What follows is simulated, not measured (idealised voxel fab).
process module | voxel released beams
cross-section cut | 205 nm wide | cells 5 nm
A cross-section is a grid of square cells, given in bands from the top down. A band is one or more rows of cells.
Each band's line starts with the height of the band's top and of its bottom, in nm. Then come its materials from left to right, each with its width in nm. One material with "throughout" fills the band from edge to edge. "air" is empty space.
Height 0 is the level under which the wafer as received is all one material. The lowest band goes on downwards, as in "0 down".
A width such as "30 to 40" changes by the same amount from each row of cells to the next, from the band's top row to its bottom row.
"no change" after a step means that no cell of the cross-section changed.
closed voids: empty space of 8 cells or more with no open way to the top, each as width x height at its distance from the left edge, in nm
after a step's settings: what the simulator itself notes on the step
overlay nm, on a step with a mask: how far to the right of its planned place the mask lay; to the left if negative
plan
1 op RECEIVE | material Si
2 op CONFORMAL_DEP | material SiN | thk nm 5
3 op DIRECTIONAL_DEP | material SiO2 | thk nm 15
4 op PATTERN | tone open | mask id ANCHOR | material resist | width nm 35 | thk nm 20 | overlay nm 0
5 op DIRECTIONAL_ETCH | etch materials SiO2 | depth nm 15
6 op STRIP | etch materials resist
7 op CONFORMAL_DEP | material TiN | thk nm 15
8 op PATTERN | tone cover | mask id BEAM | material resist | width nm 105 | thk nm 15 | overlay nm 0
9 op DIRECTIONAL_ETCH | etch materials TiN | depth nm 15
10 op STRIP | etch materials resist
11 op STRIP | etch materials SiO2
first wafer, as planned
as received, after step 1
  0 down: Si throughout
  closed voids: none
after step 2
  5 to 0: SiN throughout
  below 0: unchanged
after step 3
  20 to 5: SiO2 throughout
  below 5: unchanged
after step 4
  40 to 20: resist 50 | air 35 | resist 120
  below 20: unchanged
after step 5
  40 to 20: resist 50 | air 35 | resist 120
  20 to 5: SiO2 50 | air 35 | SiO2 120
  below 5: unchanged
after step 6
  20 to 5: SiO2 50 | air 35 | SiO2 120
  below 5: unchanged
after step 7
  35 to 20: TiN 65 | air 5 | TiN 135
  20 to 5: SiO2 50 | TiN 35 | SiO2 120
  below 5: unchanged
after step 8
  50 to 35: air 45 | resist 105 | air 55
  35 to 20: TiN 65 | resist 5 | TiN 135
  below 20: unchanged
after step 9
  50 to 35: air 45 | resist 105 | air 55
  35 to 20: air 45 | TiN 20 | resist 5 | TiN 80 | air 55
  below 20: unchanged
after step 10
  35 to 20: air 45 | TiN 20 | air 5 | TiN 80 | air 55
  below 20: unchanged
after step 11
  35 to 20: air 45 | TiN 20 | air 5 | TiN 80 | air 55
  20 to 5: air 50 | TiN 35 | air 120
  below 5: unchanged
second wafer: like start, like plan, one mistake. Through step 6 it matches the first wafer
when step 7 should have ended
  50 to 20: TiN throughout
  20 to 5: SiO2 50 | TiN 35 | SiO2 120
  below 5: unchanged
when step 8 should have ended
  65 to 50: air 45 | resist 105 | air 55
  below 50: unchanged
when step 9 should have ended
  65 to 50: air 45 | resist 105 | air 55
  50 to 35: air 45 | TiN 105 | air 55
  below 35: unchanged
when step 10 should have ended
  50 to 35: air 45 | TiN 105 | air 55
  below 35: unchanged
when step 11 should have ended: no change
what went wrong: step 7 was run twice
at the end the second wafer has, in cells: 102 more of SiO2 | 126 more of TiN
